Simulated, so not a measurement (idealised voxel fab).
The process module that follows is named voxel ribs on slabs.
Cross-sectional view cut (width: 265 nm; square cell size: 5 nm).
Each cross-section below is a grid of square cells, stated as bands in top-down order, with one or more rows of cells making up each band.
A band entry consists of two parts. The first gives the height of the band's top and the height of its bottom, in nm. The rest lists the band's materials from left to right, each with its width in nm. A single material labelled with the word "all across" fills the band from edge to edge, and the word "air" marks empty space.
Heights from 0 (as-received wafer is one material below). Bottom band endless downward, as "0 nm and below".
Width spec "30->40" -> top row of cells at first value, bottom row at second value, equal per-row change in between.
Basically "everything unchanged" means that step didn't change any cell in the cross-section.
You'll see "Closed void inventory" listing empty spaces that have no way open to the top, as long as they're 8 cells or more; the notation is width x height at distance, where the distance is from the left edge, and all of it is in nm.
Heads up: the bit after the settings on a step's line is the simulator's remark on that step.
The setting "overlay nm" may be written on the line of a step. When the step uses a mask, the value reports how far to the right of the planned place the mask lay, and a negative value reports that it lay to the left.
**So here's the lineup of process steps we planned**
1. RECEIVE [material Si]
2. DIRECTIONAL_DEP [material SiO2] [thk nm 30]
3. DIRECTIONAL_DEP [material polySi] [thk nm 20]
4. DIRECTIONAL_DEP [material aC] [thk nm 15]
5. PATTERN [tone cover] [mask id RIB] [material resist] [width nm 30] [thk nm 35] [overlay nm 0]
6. DIRECTIONAL_ETCH [etch materials aC] [depth nm 15]
7. STRIP [etch materials resist]
8. DIRECTIONAL_ETCH [etch materials polySi] [depth nm 10]
9. STRIP [etch materials aC]
10. DIRECTIONAL_DEP [material aC] [thk nm 10]
11. PATTERN [tone cover] [mask id SLAB] [material resist] [width nm 80] [thk nm 25] [overlay nm 0]
12. DIRECTIONAL_ETCH [etch materials aC] [depth nm 10]
13. STRIP [etch materials resist]
14. DIRECTIONAL_ETCH [etch materials polySi] [depth nm 10]
15. STRIP [etch materials aC]
16. FILL_DEP [material SiO2] [thk nm 25]
17. CMP [height nm 70]
18. DIRECTIONAL_DEP [material W] [thk nm 10]
19. MASKED_ETCH [tone cover] [mask id HEATER] [width nm 40] [etch materials W] [depth nm 10] [overlay nm 0]
20. CONFORMAL_DEP [material SiO2] [thk nm 10]
**The cross-section here shows the wafer as received, i.e. in its state after step 1**
0 nm and below | Si all across
Closed void inventory: none
**Starting structure and process plan are as shown above, but one mistake was made in running the module; the wafer cross-section at the end of the module follows**
85 nm to 80 nm | air 100 nm  SiO2 60 nm  air 105 nm
80 nm to 75 nm | SiO2 all across
75 nm to 70 nm | SiO2 110 nm  W 40 nm  SiO2 115 nm
70 nm to 50 nm | SiO2 all across
50 nm to 40 nm | SiO2 115 nm  polySi 30 nm  SiO2 120 nm
40 nm to 30 nm | SiO2 90 nm  polySi 80 nm  SiO2 95 nm
30 nm to 0 nm | SiO2 all across
0 nm and below | Si all across
Closed void inventory: none
What went wrong in running the wafer? step 18 was not run as planned; what actually ran was DIRECTIONAL_DEP [material W] [thk nm 5]
